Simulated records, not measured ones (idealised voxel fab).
The process module presented herein is designated voxel gate over fins.
Square cell edge 5 nm, section width 260 nm, ID cut.
Cross-sections here: square-cell grids, written as top-down lists of bands, a band being one or more rows of cells.
Look at the band entry: it leads with the top's height and the bottom's height in nm. Then it lists the materials left to right, with a width in nm for each. The word "edge to edge" on a single material says that material fills the band edge to edge. The word "empty" is empty space.
Heights are expressed relative to 0, this being the level below which the as-received wafer comprises one material exclusively. The lowest band is unbounded in the downward direction and is denoted as in "0 and below".
Width: "30->40" (first number = top row, second number = bottom row, same change from row to row of cells).
It should be understood that the words "no change occurred", when stated for a given step, signify that the cross-section underwent no change in any of its cells during that step.
Basically, "Completely enclosed voids" tells you about the enclosed voids: empty spaces with no open way to the top, 8 cells or bigger, each written width x height at distance, where distance is from the left edge, all in nm.
Anything after a step's settings on that line? It's the simulator's own note about the step.
overlay nm: how far to the right of its planned place the mask lay on this masked step (negative: to the left).

**The steps planned for the process are as follows**
1) RECEIVE with material Si
2) CONFORMAL_DEP with material SiN, thk nm 5
3) PATTERN with tone cover, mask id FINS, material resist, width nm 15, pitch nm 60, thk nm 20, overlay nm 0
4) DIRECTIONAL_ETCH with etch materials SiN, depth nm 5
5) DIRECTIONAL_ETCH with etch materials Si, depth nm 40
6) STRIP with etch materials resist
7) OXIDIZE with depth nm 5
8) FILL_DEP with material SiO2, thk nm 10
9) CMP with height nm 5
10) PATTERN with tone open, mask id RAIL, material resist, width nm 15, thk nm 15, overlay nm 0
11) DIRECTIONAL_ETCH with etch materials SiO2, depth nm 40
12) STRIP with etch materials resist
13) CONFORMAL_DEP with material TiN, thk nm 5
14) FILL_DEP with material Ru, thk nm 5
15) CMP with height nm 5
16) SELECTIVE_ETCH with etch materials W Ru TiN, depth nm 30
17) FILL_DEP with material SiO2, thk nm 5
18) CMP with height nm 5
19) SELECTIVE_ETCH with etch materials SiO2, depth nm 20
20) STRIP with etch materials SiN
21) CONFORMAL_DEP with material HfO2, thk nm 5
22) CONFORMAL_DEP with material TiN, thk nm 5
23) CONFORMAL_DEP with material TiAl, thk nm 5
24) CONFORMAL_DEP with material TiN, thk nm 5
25) FILL_DEP with material W, thk nm 15
26) CMP with height nm 30
27) CONFORMAL_DEP with material SiCN, thk nm 10

**Here's what the wafer looked like in cross-section when it arrived - that's after step 1**
    0 and below: Si edge to edge
    Completely enclosed voids: none

**What the wafer looks like in cross-section after this module, when it starts as shown above and follows the plan above but one mistake is made in running it**
    40 down to 30: SiCN edge to edge
    30 down to 15: W edge to edge
    15 down to 5: 50 W / 35 TiN / 25 W / 35 TiN / 25 W / 35 TiN / 55 W
    5 down to 0: 50 W / 10 TiN / 15 HfO2 / 10 TiN / 25 W / 10 TiN / 15 HfO2 / 10 TiN / 25 W / 10 TiN / 15 HfO2 / 10 TiN / 55 W
    0 down to -10: 60 TiN / 5 HfO2 / 5 Si / 5 HfO2 / 45 TiN / 5 HfO2 / 5 Si / 5 HfO2 / 45 TiN / 5 HfO2 / 5 Si / 5 HfO2 / 65 TiN
    -10 down to -15: 65 HfO2 / 5 Si / 55 HfO2 / 5 Si / 55 HfO2 / 5 Si / 70 HfO2
    -15 down to -25: 65 SiO2 / 5 Si / 55 SiO2 / 5 Si / 55 SiO2 / 5 Si / 70 SiO2
    -25 down to -30: 65 SiO2 / 5 Si / 20 SiO2 / 5 TiN / 5 Ru / 5 TiN / 20 SiO2 / 5 Si / 55 SiO2 / 5 Si / 70 SiO2
    -30 down to -35: 65 SiO2 / 5 Si / 20 SiO2 / 15 TiN / 20 SiO2 / 5 Si / 55 SiO2 / 5 Si / 70 SiO2
    -35 down to -45: 65 SiO2 / 5 Si / 55 SiO2 / 5 Si / 55 SiO2 / 5 Si / 70 SiO2
    -45 and below: Si edge to edge
    Completely enclosed voids: none
So what did we get wrong on this run? step 23 of the plan did not run at all; it was left out
